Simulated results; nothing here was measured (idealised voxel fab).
Herein follows the process module entitled voxel capacitor over wiring.
The figure presents cross-section cut, which has a width of 195 nm and is divided into square cells with an edge length of 5 nm.
A cross-section is written here as square cells arranged in a grid, and it is given in bands from the top down, each band taking up one or more rows of cells.
A band entry consists of two parts. The first gives the height of the band's top and the height of its bottom, in nm. The rest lists the band's materials from left to right, each with its width in nm. A single material labelled with the word "throughout" fills the band from edge to edge, and the word "air" marks empty space.
Basically, 0 is our baseline, since under it the wafer straight out of the box is all one material. The bottom band has no lower end and keeps on going down, so it looks like "from 0 down".
Width "30 to 40": first value at the band's top row of cells, second value at its bottom row, equal change from row to row.
Basically "changes: none" means that step didn't change any cell in the cross-section.
Entry "Sealed-off cavities" = empty spaces >= 8 cells with no open way to the top; each as width x height at distance, distance from left edge, all nm.
Text after the settings on a step's line: the simulator's own remark on that step.
overlay nm: on a step with a mask, how far right of its planned place the mask lay; negative means left.
THESE ARE THE STEPS WE PLANNED FOR THE PROCESS
step 1: op RECEIVE | material Si
step 2: op CONFORMAL_DEP | material SiO2 | thk nm 10
step 3: op DIRECTIONAL_DEP | material TiN | thk nm 5
step 4: op DIRECTIONAL_DEP | material W | thk nm 25
step 5: op PATTERN | tone cover | mask id METAL_1 | material resist | width nm 25 | pitch nm 90 | thk nm 15 | overlay nm 0
step 6: op DIRECTIONAL_ETCH | etch materials W | depth nm 25
step 7: op DIRECTIONAL_ETCH | etch materials TiN | depth nm 5
step 8: op STRIP | etch materials resist
step 9: op CONFORMAL_DEP | material SiN | thk nm 5
step 10: op FILL_DEP | material SiO2 | thk nm 5
step 11: op CMP | height nm 40
step 12: op CONFORMAL_DEP | material SiCN | thk nm 5
step 13: op DIRECTIONAL_DEP | material SiO2 | thk nm 20
step 14: op DIRECTIONAL_DEP | material aC | thk nm 15
step 15: op PATTERN | tone open | mask id PLUG_1 | material resist | width nm 15 | thk nm 35 | overlay nm 0
step 16: op DIRECTIONAL_ETCH | etch materials aC | depth nm 15
step 17: op STRIP | etch materials resist
step 18: op DIRECTIONAL_ETCH | etch materials SiO2 | depth nm 20
step 19: op DIRECTIONAL_ETCH | etch materials SiCN | depth nm 5
step 20: op STRIP | etch materials aC
step 21: op EPI | material Ru | thk nm 10
step 22: op EPI | material Ru | thk nm 10
step 23: op EPI | material Ru | thk nm 5
step 24: op DIRECTIONAL_DEP | material TiN | thk nm 5
step 25: op DIRECTIONAL_DEP | material Al2O3 | thk nm 5
step 26: op DIRECTIONAL_DEP | material TiN | thk nm 10
step 27: op MASKED_ETCH | tone cover | mask id UPPER_PLATE | width nm 70 | etch materials TiN | depth nm 10 | overlay nm 0
step 28: op MASKED_ETCH | tone cover | mask id UPPER_PLATE | width nm 70 | etch materials Al2O3 | depth nm 5 | overlay nm 0
step 29: op MASKED_ETCH | tone cover | mask id LOWER_PLATE | width nm 80 | etch materials TiN | depth nm 5 | overlay nm 0
step 30: op FILL_DEP | material SiO2 | thk nm 20
step 31: op CMP | height nm 100
step 32: op MASKED_ETCH | tone open | mask id PLUG_2 | width nm 15 | etch materials SiO2 | depth nm 15 | overlay nm 0
step 33: op CONFORMAL_DEP | material TiN | thk nm 5
step 34: op FILL_DEP | material Ru | thk nm 5
step 35: op CMP | height nm 100
step 36: op CONFORMAL_DEP | material SiCN | thk nm 5
THE CROSS-SECTION HERE SHOWS THE WAFER AS RECEIVED, I.E. IN ITS STATE AFTER STEP 1
	from 0 down = Si throughout
	Sealed-off cavities: none
FIGURE: CROSS-SECTIONAL VIEW OF THE WAFER UPON COMPLETION OF THE MODULE, PROCESSED FROM THE INITIAL STATE AND ACCORDING TO THE PLAN DEPICTED ABOVE, WITH ONE ERROR INTRODUCED DURING EXECUTION
	from 105 to 100 = SiCN throughout
	from 100 to 90 = SiO2 60; TiN 5; Ru 5; TiN 5; SiO2 120
	from 90 to 85 = SiO2 60; TiN 15; SiO2 120
	from 85 to 75 = SiO2 50; TiN 70; SiO2 75
	from 75 to 70 = SiO2 50; Al2O3 70; SiO2 75
	from 70 to 65 = SiO2 45; TiN 80; SiO2 70
	from 65 to 45 = SiO2 50; Ru 15; SiO2 130
	from 45 to 40 = SiCN 50; Ru 15; SiCN 130
	from 40 to 20 = SiO2 35; SiN 5; W 25; SiN 5; SiO2 55; SiN 5; W 25; SiN 5; SiO2 35
	from 20 to 15 = SiN 40; W 25; SiN 65; W 25; SiN 40
	from 15 to 10 = SiCN throughout
	from 10 to 0 = SiO2 throughout
	from 0 down = Si throughout
	Sealed-off cavities: none
Error vs. plan: step 3 off recipe, ran as op DIRECTIONAL_DEP | material SiCN | thk nm 5
